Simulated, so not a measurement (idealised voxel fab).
process module | voxel gate over fins
cross-section cut | 190 nm wide | cells 5 nm
A cross-section is a grid of square cells, given in bands from the top down. A band is one or more rows of cells.
Each band's line starts with the height of the band's top and of its bottom, in nm. Then come its materials from left to right, each with its width in nm. One material with "throughout" fills the band from edge to edge. "air" is empty space.
Height 0 is the level under which the wafer as received is all one material. The lowest band goes on downwards, as in "0 down".
A width such as "30 to 40" changes by the same amount from each row of cells to the next, from the band's top row to its bottom row.
"no change" after a step means that no cell of the cross-section changed.
closed voids: empty space of 8 cells or more with no open way to the top, each as width x height at its distance from the left edge, in nm
after a step's settings: what the simulator itself notes on the step
overlay nm, on a step with a mask: how far to the right of its planned place the mask lay; to the left if negative
plan
1 op RECEIVE | material Si
2 op CONFORMAL_DEP | material SiN | thk nm 10
3 op PATTERN | tone cover | mask id FINS | material resist | width nm 15 | pitch nm 50 | thk nm 20 | overlay nm 0
4 op DIRECTIONAL_ETCH | etch materials SiN | depth nm 10
5 op DIRECTIONAL_ETCH | etch materials Si | depth nm 30
6 op STRIP | etch materials resist
7 op FILL_DEP | material SiO2 | thk nm 5
8 op CMP | height nm 10
9 op PATTERN | tone open | mask id RAIL | material resist | width nm 15 | thk nm 15 | overlay nm 0
10 op DIRECTIONAL_ETCH | etch materials SiO2 | depth nm 35
11 op STRIP | etch materials resist
12 op CONFORMAL_DEP | material TiN | thk nm 5
13 op FILL_DEP | material Ru | thk nm 5
14 op CMP | height nm 10
15 op SELECTIVE_ETCH | etch materials W Ru TiN | depth nm 25
16 op FILL_DEP | material SiO2 | thk nm 5
17 op CMP | height nm 10
18 op SELECTIVE_ETCH | etch materials SiO2 | depth nm 20
19 op STRIP | etch materials SiN
20 op CONFORMAL_DEP | material HfO2 | thk nm 5
21 op CONFORMAL_DEP | material TiN | thk nm 5
22 op FILL_DEP | material W | thk nm 10
23 op CMP | height nm 15
24 op CONFORMAL_DEP | material SiCN | thk nm 10
as received, after step 1
  0 down: Si throughout
  closed voids: none
a wafer at the end: this start, this plan, one mistake
  25 to 15: SiCN throughout
  15 to 10: W throughout
  10 to 5: W 55 | TiN 35 | W 15 | TiN 35 | W 50
  5 to 0: W 55 | TiN 5 | HfO2 25 | TiN 5 | W 15 | TiN 5 | HfO2 25 | TiN 5 | W 50
  0 to -5: TiN 60 | HfO2 5 | Si 15 | HfO2 5 | TiN 25 | HfO2 5 | Si 15 | HfO2 5 | TiN 55
  -5 to -10: HfO2 65 | Si 15 | HfO2 35 | Si 15 | HfO2 60
  -10 to -15: SiO2 65 | Si 15 | SiO2 35 | Si 15 | SiO2 60
  -15 to -20: SiO2 65 | Si 15 | SiO2 5 | TiN 5 | Ru 5 | TiN 5 | SiO2 15 | Si 15 | SiO2 60
  -20 to -25: SiO2 65 | Si 15 | SiO2 5 | TiN 15 | SiO2 15 | Si 15 | SiO2 60
  -25 to -30: SiO2 65 | Si 15 | SiO2 35 | Si 15 | SiO2 60
  -30 down: Si throughout
  closed voids: none
what went wrong: step 3 ran as: op PATTERN | tone cover | mask id FINS | material resist | width nm 15 | pitch nm 50 | thk nm 20 | overlay nm 5
